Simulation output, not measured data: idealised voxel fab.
Process module name: voxel released beams
This is section cut - it's 165 nm across, gridded in 5 nm square cells.
A cross-section in this document is a grid of square cells, and it is written down as bands, the top band listed before the ones below it; a band is made up of one or more rows of cells.
Heights first: top, then bottom, in nm. Then materials, left to right, each with a width in nm. "throughout" on a single material: fills the band edge to edge. "blank": empty space.
Height datum 0, below which the as-received substrate wafer is one material. Lowest band open at the bottom, running downward: "0 nm and below".
A two-number width, for instance "30->40", indicates that the width is equal to the first number in the top row of the band and to the second number in the bottom row, and that it changes by a constant amount per row of cells.
When a step is marked "nothing got changed", none of the cells in the cross-section changed during that step.
"Enclosed internal voids" lists enclosed empty spaces (at least 8 cells, no open path upward to the top), each as width x height at distance from the left edge, in nm.
after a step's settings: what the simulator itself notes on the step
A step line may carry the setting "overlay nm", which, for steps involving a mask, states the distance by which the mask lay to the right of its intended position; negative values denote displacement to the left.
Set out below are the planned steps of the process:
1,RECEIVE, material Si
2,CONFORMAL_DEP, material Al2O3, thk nm 5
3,DIRECTIONAL_DEP, material SiO2, thk nm 20
4,PATTERN, tone open, mask id ANCHOR, material resist, width nm 35, thk nm 15, overlay nm 0
5,DIRECTIONAL_ETCH, etch materials SiO2, depth nm 20
6,STRIP, etch materials resist
7,CONFORMAL_DEP, material W, thk nm 10
8,DIRECTIONAL_DEP, material aC, thk nm 10
9,PATTERN, tone cover, mask id BEAM, material resist, width nm 110, thk nm 30, overlay nm 0
10,DIRECTIONAL_ETCH, etch materials aC, depth nm 10
11,STRIP, etch materials resist
12,DIRECTIONAL_ETCH, etch materials W, depth nm 10
13,STRIP, etch materials aC
14,STRIP, etch materials SiO2
For this document, wafers share an identical start and vary in the step 9 width nm; the plan quotes the first wafer's value.
Cross-section: the first of several wafers in its as-received state, i.e. following step 1:
  0 nm and below  Si throughout
  Enclosed internal voids: none
Shown in cross-section: the first of several wafers at the end of the module, after its last step, step 14:
  35 nm to 25 nm  blank 25 nm, then W 10 nm, then blank 15 nm, then W 85 nm, then blank 30 nm
  25 nm to 15 nm  blank 25 nm, then W 10 nm, then blank 15 nm, then W 10 nm, then blank 105 nm
  15 nm to 5 nm  blank 25 nm, then W 35 nm, then blank 105 nm
  5 nm to 0 nm  Al2O3 throughout
  0 nm and below  Si throughout
  Enclosed internal voids: none
Showing the last wafer in cross-section at the end of the module:
  35 nm to 25 nm  blank 15 nm, then W 20 nm, then blank 15 nm, then W 100 nm, then blank 15 nm
  25 nm to 15 nm  blank 25 nm, then W 10 nm, then blank 15 nm, then W 10 nm, then blank 105 nm
  15 nm to 5 nm  blank 25 nm, then W 35 nm, then blank 105 nm
  5 nm to 0 nm  Al2O3 throughout
  0 nm and below  Si throughout
  Enclosed internal voids: none
Quick key for the table: a row per wafer, taken at the end of the module. For each material it tells you how many cells the wafer gained (+) or lost (-) since it came in, and the closed voids come after:
width nm 110, +33 Al2O3, +60 W, Enclosed internal voids: none
width nm 115, +33 Al2O3, +62 W, Enclosed internal voids: none
width nm 120, +33 Al2O3, +64 W, Enclosed internal voids: none
width nm 125, +33 Al2O3, +66 W, Enclosed internal voids: none
width nm 130, +33 Al2O3, +68 W, Enclosed internal voids: none
width nm 135, +33 Al2O3, +70 W, Enclosed internal voids: none
